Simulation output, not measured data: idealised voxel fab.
process module | voxel quadruple lines
cross-section cut | 300 nm wide | cells 5 nm
A cross-section is a grid of square cells, given in bands from the top down. A band is one or more rows of cells.
Each band's line starts with the height of the band's top and of its bottom, in nm. Then come its materials from left to right, each with its width in nm. One material with "throughout" fills the band from edge to edge. "air" is empty space.
Height 0 is the level under which the wafer as received is all one material. The lowest band goes on downwards, as in "0 down".
A width such as "30 to 40" changes by the same amount from each row of cells to the next, from the band's top row to its bottom row.
"no change" after a step means that no cell of the cross-section changed.
closed voids: empty space of 8 cells or more with no open way to the top, each as width x height at its distance from the left edge, in nm
after a step's settings: what the simulator itself notes on the step
overlay nm, on a step with a mask: how far to the right of its planned place the mask lay; to the left if negative
plan
1 op RECEIVE | material Si
2 op CONFORMAL_DEP | material Al2O3 | thk nm 5
3 op DIRECTIONAL_DEP | material W | thk nm 10
4 op DIRECTIONAL_DEP | material polySi | thk nm 15
5 op DIRECTIONAL_DEP | material aC | thk nm 25
6 op PATTERN | tone cover | mask id MANDREL | material resist | width nm 30 | pitch nm 80 | thk nm 30 | overlay nm -15
7 op DIRECTIONAL_ETCH | etch materials aC | depth nm 25
8 op STRIP | etch materials resist
9 op CONFORMAL_DEP | material SiO2 | thk nm 10
10 op DIRECTIONAL_ETCH | etch materials SiO2 | depth nm 10
11 op STRIP | etch materials aC
12 op DIRECTIONAL_ETCH | etch materials polySi | depth nm 15
13 op STRIP | etch materials SiO2
14 op CONFORMAL_DEP | material SiN | thk nm 10
15 op DIRECTIONAL_ETCH | etch materials SiN | depth nm 10
16 op STRIP | etch materials polySi
17 op DIRECTIONAL_ETCH | etch materials W | depth nm 10
18 op STRIP | etch materials SiN
varied across the wafers: overlay nm of step 6. The plan shows the first wafer's value. All wafers start alike
first wafer as received, after step 1
  0 down: Si throughout
  closed voids: none
first wafer at the end, after step 18
  15 to 5: air 60 | W 10 | air 10 | W 10 | air 10 | W 10 | air 10 | W 10 | air 10 | W 10 | air 10 | W 10 | air 10 | W 10 | air 10 | W 10 | air 90
  5 to 0: Al2O3 throughout
  0 down: Si throughout
  closed voids: none
last wafer at the end
  15 to 5: air 90 | W 10 | air 10 | W 10 | air 10 | W 10 | air 10 | W 10 | air 10 | W 10 | air 10 | W 10 | air 10 | W 10 | air 10 | W 10 | air 60
  5 to 0: Al2O3 throughout
  0 down: Si throughout
  closed voids: none
each wafer at the end: cells of each material gained (+) or lost (-) since it was received, then its closed voids
overlay nm -15 | +60 Al2O3 | +32 W | closed voids: none
overlay nm -10 | +60 Al2O3 | +32 W | closed voids: none
overlay nm -5 | +60 Al2O3 | +32 W | closed voids: none
overlay nm 0 | +60 Al2O3 | +32 W | closed voids: none
overlay nm 5 | +60 Al2O3 | +32 W | closed voids: none
overlay nm 10 | +60 Al2O3 | +32 W | closed voids: none
overlay nm 15 | +60 Al2O3 | +32 W | closed voids: none
